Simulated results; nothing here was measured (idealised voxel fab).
This section sets out a process module, namely voxel capacitor over wiring.
The cross-section on display is named cut; it measures 155 nm wide, and its cells are 5 nm squares.
In this document a cross-section is written as a grid of square cells. It is given as a series of bands, listed from the top down, and a band is one or more rows of cells.
The band entry comprises the height of the band's top followed by the height of its bottom, expressed in nm, and subsequently the band's materials from left to right, each stated together with its width in nm. Where a single material is marked with the word "everywhere", that material fills the band from edge to edge. The word "empty" represents empty space.
The level at which height equals 0 is the one under which the wafer, as it arrives, is entirely one material. No lower edge exists for the bottom band, which continues downward and is notated as in "0 and below".
So if you see something like "30->40" for the width, read it as the top row of the band sitting at the first number and the bottom row at the second, with every row in between moving by the same amount as the last.
When a step is marked "remains unaltered", none of the cells in the cross-section changed during that step.
"Closed void table" - sealed voids, min. 8 cells, no opening to top; format: width x height at distance (distance from left edge; nm throughout).
If you see something after the settings on a step's line, that's the simulator's own remark about that step.
"overlay nm" denotes, for a step that has a mask, the displacement of the mask to the right of its planned place, with negative values corresponding to the left.
-- Below is the list of planned process steps
| 1 | RECEIVE: material Si |
| 2 | CONFORMAL_DEP: material SiO2, thk nm 15 |
| 3 | DIRECTIONAL_DEP: material TiN, thk nm 5 |
| 4 | DIRECTIONAL_DEP: material W, thk nm 15 |
| 5 | DIRECTIONAL_DEP: material aC, thk nm 10 |
| 6 | PATTERN: tone cover, mask id METAL_1, material resist, width nm 20, pitch nm 75, thk nm 25, overlay nm 0 |
| 7 | DIRECTIONAL_ETCH: etch materials aC, depth nm 10 |
| 8 | STRIP: etch materials resist |
| 9 | DIRECTIONAL_ETCH: etch materials W, depth nm 15 |
| 10 | DIRECTIONAL_ETCH: etch materials TiN, depth nm 5 |
| 11 | STRIP: etch materials aC |
| 12 | FILL_DEP: material SiO2, thk nm 10 |
| 13 | CMP: height nm 35 |
| 14 | CONFORMAL_DEP: material SiCN, thk nm 5 |
| 15 | DIRECTIONAL_DEP: material lowk, thk nm 20 |
| 16 | PATTERN: tone open, mask id PLUG_1, material resist, width nm 15, thk nm 15, overlay nm 0 |
| 17 | DIRECTIONAL_ETCH: etch materials lowk, depth nm 20 |
| 18 | DIRECTIONAL_ETCH: etch materials SiCN, depth nm 5 |
| 19 | STRIP: etch materials resist |
| 20 | EPI: material Ru, thk nm 10 |
| 21 | EPI: material Ru, thk nm 10 |
| 22 | EPI: material Ru, thk nm 5 |
| 23 | DIRECTIONAL_DEP: material TiN, thk nm 10 |
| 24 | DIRECTIONAL_DEP: material SiN, thk nm 5 |
| 25 | DIRECTIONAL_DEP: material TiN, thk nm 10 |
| 26 | MASKED_ETCH: tone cover, mask id UPPER_PLATE, width nm 60, etch materials TiN, depth nm 10, overlay nm 0 |
| 27 | MASKED_ETCH: tone cover, mask id UPPER_PLATE, width nm 60, etch materials SiN, depth nm 5, overlay nm 0 |
| 28 | MASKED_ETCH: tone cover, mask id LOWER_PLATE, width nm 70, etch materials TiN, depth nm 10, overlay nm 0 |
| 29 | FILL_DEP: material SiO2, thk nm 15 |
| 30 | CMP: height nm 95 |
| 31 | MASKED_ETCH: tone open, mask id PLUG_2, width nm 15, etch materials SiO2, depth nm 10, overlay nm 0 |
| 32 | CONFORMAL_DEP: material TiN, thk nm 5 |
| 33 | FILL_DEP: material Ru, thk nm 5 |
| 34 | CMP: height nm 95 |
| 35 | CONFORMAL_DEP: material SiN, thk nm 5 |
Don't read the plan's thk nm for step 3 as applying to every wafer: that's the first wafer's value, and the wafers differ in it, though they all start identical.
-- Here's the first of the wafers in cross-section, just as we got it, i.e. after step 1
0 and below | Si everywhere
Closed void table: none
-- End of module: cross-section of the first of several wafers after step 35, the last step
100 down to 95 | SiN everywhere
95 down to 90 | SiO2: 45 / TiN: 5 / Ru: 5 / TiN: 5 / SiO2: 95
90 down to 85 | SiO2: 45 / TiN: 15 / SiO2: 95
85 down to 75 | SiO2: 35 / TiN: 60 / SiO2: 60
75 down to 70 | SiO2: 35 / SiN: 60 / SiO2: 60
70 down to 60 | SiO2: 30 / TiN: 70 / SiO2: 55
60 down to 40 | lowk: 35 / Ru: 15 / lowk: 105
40 down to 35 | SiCN: 35 / Ru: 15 / SiCN: 105
35 down to 20 | SiO2: 30 / W: 20 / SiO2: 55 / W: 20 / SiO2: 30
20 down to 15 | SiO2: 30 / TiN: 20 / SiO2: 55 / TiN: 20 / SiO2: 30
15 down to 0 | SiO2 everywhere
0 and below | Si everywhere
Closed void table: none
-- So this is the cross-section on the last wafer at the end of the module
100 down to 95 | SiN everywhere
95 down to 90 | SiO2: 45 / TiN: 5 / Ru: 5 / TiN: 5 / SiO2: 95
90 down to 85 | SiO2: 45 / TiN: 15 / SiO2: 95
85 down to 75 | SiO2: 35 / TiN: 60 / SiO2: 60
75 down to 70 | SiO2: 35 / SiN: 60 / SiO2: 60
70 down to 60 | SiO2: 30 / TiN: 70 / SiO2: 55
60 down to 40 | lowk: 35 / Ru: 15 / lowk: 105
40 down to 35 | SiCN: 35 / Ru: 15 / SiCN: 105
35 down to 30 | SiO2: 30 / TiN: 20 / SiO2: 55 / TiN: 20 / SiO2: 30
30 down to 15 | TiN everywhere
15 down to 0 | SiO2 everywhere
0 and below | Si everywhere
Closed void table: none
-- Take any row and you have a wafer at the end of the module: how many cells of each material it has gained (+) or lost (-) since it was received, and then its closed voids
thk nm 5 | +16 Ru | +28 SiCN | +43 SiN | +332 SiO2 | +65 TiN | +24 W | +112 lowk | Closed void table: none
thk nm 10 | +16 Ru | +28 SiCN | +43 SiN | +309 SiO2 | +96 TiN | +16 W | +112 lowk | Closed void table: none
thk nm 15 | +16 Ru | +28 SiCN | +43 SiN | +286 SiO2 | +127 TiN | +8 W | +112 lowk | Closed void table: none
thk nm 20 | +16 Ru | +28 SiCN | +43 SiN | +263 SiO2 | +158 TiN | +112 lowk | Closed void table: none
